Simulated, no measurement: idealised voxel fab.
process module | voxel double patterning
cross-section cut | 210 nm wide | cells 5 nm
A cross-section is a grid of square cells, given in bands from the top down. A band is one or more rows of cells.
Each band's line starts with the height of the band's top and of its bottom, in nm. Then come its materials from left to right, each with its width in nm. One material with "throughout" fills the band from edge to edge. "air" is empty space.
Height 0 is the level under which the wafer as received is all one material. The lowest band goes on downwards, as in "0 down".
A width such as "30 to 40" changes by the same amount from each row of cells to the next, from the band's top row to its bottom row.
"no change" after a step means that no cell of the cross-section changed.
closed voids: empty space of 8 cells or more with no open way to the top, each as width x height at its distance from the left edge, in nm
after a step's settings: what the simulator itself notes on the step
overlay nm, on a step with a mask: how far to the right of its planned place the mask lay; to the left if negative
plan
1 op RECEIVE | material Si
2 op CONFORMAL_DEP | material SiO2 | thk nm 5
3 op DIRECTIONAL_DEP | material W | thk nm 10
4 op DIRECTIONAL_DEP | material SiN | thk nm 5
5 op MASKED_ETCH | tone open | mask id FIRST | width nm 15 | pitch nm 50 | etch materials SiN | depth nm 10 | overlay nm 0
6 op MASKED_ETCH | tone open | mask id SECOND | width nm 15 | etch materials SiN | depth nm 10 | overlay nm 0
7 op DIRECTIONAL_ETCH | etch materials W | depth nm 10
8 op STRIP | etch materials SiN
varied across the wafers: thk nm of step 4. The plan shows the first wafer's value. All wafers start alike
first wafer as received, after step 1
  0 down: Si throughout
  closed voids: none
each wafer at the end: cells of each material gained (+) or lost (-) since it was received, then its closed voids
thk nm 5 | +42 SiO2 | +66 W | closed voids: none
thk nm 10 | +42 SiO2 | +66 W | closed voids: none
thk nm 15 | +42 SiO2 | +84 W | closed voids: none
thk nm 20 | +42 SiO2 | +84 W | closed voids: none
thk nm 25 | +42 SiO2 | +84 W | closed voids: none
